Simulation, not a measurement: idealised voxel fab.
This section sets out a process module, namely voxel transistor to metal.
Square cell edge 5 nm, section width 215 nm, ID cut.
Think of the cross-section as a grid of square cells. We describe it in bands, top to bottom, and each band covers one or more rows of those cells.
Band: top and bottom heights (nm) first, top before bottom; then materials from left to right, widths in nm. "throughout" marks a sole material filling the band edge to edge. "air" denotes empty space.
Heights are reckoned from 0. Under this level, the received wafer is all of one material. The bottommost band is open-ended downward, for example "0 nm and below".
The two numbers in a width such as "30..40" mark its ends across the band: the first belongs to the top row of cells, the second to the bottom row, and from each row to the next the width moves by the same amount.
Where a step carries "nothing altered", the cross-section came out of it unchanged, cell for cell.
Basically, "Fully sealed cavities" tells you about the enclosed voids: empty spaces with no open way to the top, 8 cells or bigger, each written width x height at distance, where distance is from the left edge, all in nm.
Heads up: the bit after the settings on a step's line is the simulator's remark on that step.
Each step line may optionally specify "overlay nm", which for a step with a mask gives the rightward distance between the mask's planned place and where it lay, a negative value indicating the leftward direction.

The following list gives the planned process steps:
1 RECEIVE (material Si)
2 CONFORMAL_DEP (material SiO2; thk nm 5)
3 CONFORMAL_DEP (material SiN; thk nm 10)
4 PATTERN (tone cover; mask id ACTIVE; material resist; width nm 110; thk nm 15; overlay nm 0)
5 DIRECTIONAL_ETCH (etch materials SiN; depth nm 10)
6 DIRECTIONAL_ETCH (etch materials SiO2; depth nm 5)
7 DIRECTIONAL_ETCH (etch materials Si; depth nm 20)
8 STRIP (etch materials resist)
9 OXIDIZE (depth nm 5)
10 FILL_DEP (material SiO2; thk nm 15)
11 CMP (height nm 15)
12 SELECTIVE_ETCH (etch materials SiO2; depth nm 5)
13 STRIP (etch materials SiN)
14 SELECTIVE_ETCH (etch materials SiO2; depth nm 5)
15 OXIDIZE (depth nm 5)
16 DIRECTIONAL_DEP (material polySi; thk nm 30)
17 DIRECTIONAL_DEP (material SiCN; thk nm 10)
18 PATTERN (tone cover; mask id GATE; material resist; width nm 20; thk nm 15; overlay nm 0)
19 DIRECTIONAL_ETCH (etch materials SiCN; depth nm 20)
20 DIRECTIONAL_ETCH (etch materials polySi; depth nm 40)
21 STRIP (etch materials resist)
22 CONFORMAL_DEP (material SiN; thk nm 10)
23 DIRECTIONAL_ETCH (etch materials SiN; depth nm 10)
24 DIRECTIONAL_ETCH (etch materials SiO2; depth nm 5)
25 DIRECTIONAL_ETCH (etch materials Si; depth nm 10)
26 EPI (material pSi; thk nm 10)
27 FILL_DEP (material SiO2; thk nm 5)
28 CMP (height nm 40)
29 DIRECTIONAL_DEP (material SiO2; thk nm 10)
30 PATTERN (tone open; mask id CONTACT; material resist; width nm 20; pitch nm 80; thk nm 20; overlay nm 0)
31 DIRECTIONAL_ETCH (etch materials SiO2; depth nm 55)
32 STRIP (etch materials resist)
33 CONFORMAL_DEP (material TiN; thk nm 5)
34 FILL_DEP (material Ru; thk nm 5)
35 CMP (height nm 50)
36 CONFORMAL_DEP (material SiCN; thk nm 5)
37 DIRECTIONAL_DEP (material lowk; thk nm 20)
38 PATTERN (tone open; mask id METAL_1; material resist; width nm 20; pitch nm 80; thk nm 15; overlay nm 0)
39 DIRECTIONAL_ETCH (etch materials lowk; depth nm 20)
40 DIRECTIONAL_ETCH (etch materials SiCN; depth nm 5)
41 STRIP (etch materials resist)
42 CONFORMAL_DEP (material TiN; thk nm 5)
43 FILL_DEP (material Cu; thk nm 10)
44 CMP (height nm 75)
45 CONFORMAL_DEP (material SiCN; thk nm 5)
46 DIRECTIONAL_DEP (material SiO2; thk nm 35)
47 DIRECTIONAL_DEP (material aC; thk nm 15)
48 PATTERN (tone open; mask id METAL_2_HOLES; material resist; width nm 15; pitch nm 80; thk nm 35; overlay nm 0)
49 DIRECTIONAL_ETCH (etch materials aC; depth nm 15)
50 STRIP (etch materials resist)
51 DIRECTIONAL_ETCH (etch materials SiO2; depth nm 35)
52 STRIP (etch materials aC)
53 MASKED_ETCH (tone open; mask id METAL_2; width nm 20; pitch nm 80; etch materials SiO2; depth nm 20; overlay nm 0)
54 MASKED_ETCH (tone open; mask id METAL_2; width nm 20; pitch nm 80; etch materials SiCN; depth nm 5; overlay nm 0)
55 CONFORMAL_DEP (material TiN; thk nm 5)
56 FILL_DEP (material Ru; thk nm 5)
57 CMP (height nm 115)
58 CONFORMAL_DEP (material SiCN; thk nm 5)

Delivered wafer in cross-section: state after step 1:
	0 nm and below | Si throughout
	Fully sealed cavities: none

Module complete - cross-section of the first of two wafers, run according to plan:
	120 nm to 115 nm | SiCN throughout
	115 nm to 100 nm | SiO2 55 nm  TiN 5 nm  Ru 10 nm  TiN 5 nm  SiO2 60 nm  TiN 5 nm  Ru 10 nm  TiN 5 nm  SiO2 60 nm
	100 nm to 95 nm | SiO2 55 nm  TiN 5 nm  Ru 5 nm  TiN 10 nm  SiO2 60 nm  TiN 5 nm  Ru 5 nm  TiN 10 nm  SiO2 60 nm
	95 nm to 80 nm | SiO2 55 nm  TiN 5 nm  Ru 5 nm  TiN 5 nm  SiO2 65 nm  TiN 5 nm  Ru 5 nm  TiN 5 nm  SiO2 65 nm
	80 nm to 75 nm | SiCN 55 nm  TiN 15 nm  SiCN 65 nm  TiN 15 nm  SiCN 65 nm
	75 nm to 55 nm | lowk 55 nm  TiN 5 nm  Cu 10 nm  TiN 5 nm  lowk 60 nm  TiN 5 nm  Cu 10 nm  TiN 5 nm  lowk 60 nm
	55 nm to 50 nm | SiCN 55 nm  TiN 20 nm  SiCN 60 nm  TiN 20 nm  SiCN 60 nm
	50 nm to 40 nm | SiO2 55 nm  TiN 5 nm  Ru 10 nm  TiN 5 nm  SiO2 60 nm  TiN 5 nm  Ru 10 nm  TiN 5 nm  SiO2 60 nm
	40 nm to 30 nm | SiO2 55 nm  TiN 5 nm  Ru 10 nm  TiN 5 nm  SiO2 10 nm  SiN 10 nm  SiCN 20 nm  SiN 10 nm  SiO2 10 nm  TiN 5 nm  Ru 10 nm  TiN 5 nm  SiO2 60 nm
	30 nm to 5 nm | SiO2 55 nm  TiN 5 nm  Ru 10 nm  TiN 5 nm  SiO2 10 nm  SiN 10 nm  polySi 20 nm  SiN 10 nm  SiO2 10 nm  TiN 5 nm  Ru 10 nm  TiN 5 nm  SiO2 60 nm
	5 nm to 0 nm | SiO2 45 nm  SiN 10 nm  TiN 5 nm  Ru 10 nm  TiN 5 nm  pSi 10 nm  SiN 10 nm  polySi 20 nm  SiN 10 nm  pSi 10 nm  TiN 5 nm  Ru 10 nm  TiN 5 nm  SiN 10 nm  SiO2 50 nm
	0 nm to -5 nm | SiO2 55 nm  TiN 20 nm  pSi 10 nm  SiO2 40 nm  pSi 10 nm  TiN 20 nm  SiO2 60 nm
	-5 nm to -15 nm | SiO2 55 nm  pSi 30 nm  Si 40 nm  pSi 30 nm  SiO2 60 nm
	-15 nm to -25 nm | SiO2 55 nm  Si 100 nm  SiO2 60 nm
	-25 nm and below | Si throughout
	Fully sealed cavities: none

Second of two wafers, module complete, sectioned: it shares the first wafer's start and plan but was run with one mistake:
	120 nm to 115 nm | SiCN throughout
	115 nm to 100 nm | SiO2 55 nm  TiN 5 nm  Ru 10 nm  TiN 5 nm  SiO2 60 nm  TiN 5 nm  Ru 10 nm  TiN 5 nm  SiO2 60 nm
	100 nm to 95 nm | SiO2 55 nm  TiN 5 nm  Ru 5 nm  TiN 10 nm  SiO2 60 nm  TiN 5 nm  Ru 5 nm  TiN 10 nm  SiO2 60 nm
	95 nm to 80 nm | SiO2 55 nm  TiN 5 nm  Ru 5 nm  TiN 5 nm  SiO2 65 nm  TiN 5 nm  Ru 5 nm  TiN 5 nm  SiO2 65 nm
	80 nm to 75 nm | SiCN 55 nm  TiN 15 nm  SiCN 65 nm  TiN 15 nm  SiCN 65 nm
	75 nm to 55 nm | lowk 55 nm  TiN 5 nm  Cu 10 nm  TiN 5 nm  lowk 60 nm  TiN 5 nm  Cu 10 nm  TiN 5 nm  lowk 60 nm
	55 nm to 50 nm | SiCN 55 nm  TiN 20 nm  SiCN 60 nm  TiN 20 nm  SiCN 60 nm
	50 nm to 40 nm | SiO2 55 nm  TiN 5 nm  Ru 10 nm  TiN 5 nm  SiO2 60 nm  TiN 5 nm  Ru 10 nm  TiN 5 nm  SiO2 60 nm
	40 nm to 30 nm | SiO2 55 nm  TiN 5 nm  Ru 10 nm  TiN 5 nm  SiO2 15 nm  SiN 10 nm  SiCN 20 nm  SiN 10 nm  SiO2 5 nm  TiN 5 nm  Ru 10 nm  TiN 5 nm  SiO2 60 nm
	30 nm to 10 nm | SiO2 55 nm  TiN 5 nm  Ru 10 nm  TiN 5 nm  SiO2 15 nm  SiN 10 nm  polySi 20 nm  SiN 10 nm  SiO2 5 nm  TiN 5 nm  Ru 10 nm  TiN 5 nm  SiO2 60 nm
	10 nm to 5 nm | SiO2 55 nm  TiN 5 nm  Ru 10 nm  TiN 5 nm  SiO2 15 nm  SiN 10 nm  polySi 20 nm  SiN 10 nm  SiO2 5 nm  TiN 10 nm  Ru 5 nm  TiN 5 nm  SiO2 60 nm
	5 nm to 0 nm | SiO2 45 nm  SiN 10 nm  TiN 5 nm  Ru 10 nm  TiN 5 nm  SiO2 5 nm  pSi 10 nm  SiN 10 nm  polySi 20 nm  SiN 10 nm  pSi 10 nm  TiN 5 nm  Ru 5 nm  TiN 5 nm  SiN 10 nm  SiO2 50 nm
	0 nm to -5 nm | SiO2 55 nm  TiN 20 nm  SiO2 5 nm  pSi 10 nm  SiO2 40 nm  pSi 10 nm  TiN 15 nm  SiO2 60 nm
	-5 nm to -15 nm | SiO2 55 nm  pSi 35 nm  Si 40 nm  pSi 25 nm  SiO2 60 nm
	-15 nm to -25 nm | SiO2 55 nm  Si 100 nm  SiO2 60 nm
	-25 nm and below | Si throughout
	Fully sealed cavities: none
Diagnosis: it should be noted that step 18 was executed with settings other than those planned, the operation and settings actually applied being PATTERN (tone cover; mask id GATE; material resist; width nm 20; thk nm 15; overlay nm 5)
Looking at both finished wafers in cells, the second ends up ahead of or behind the first on some materials: -2 Ru | +2 SiO2
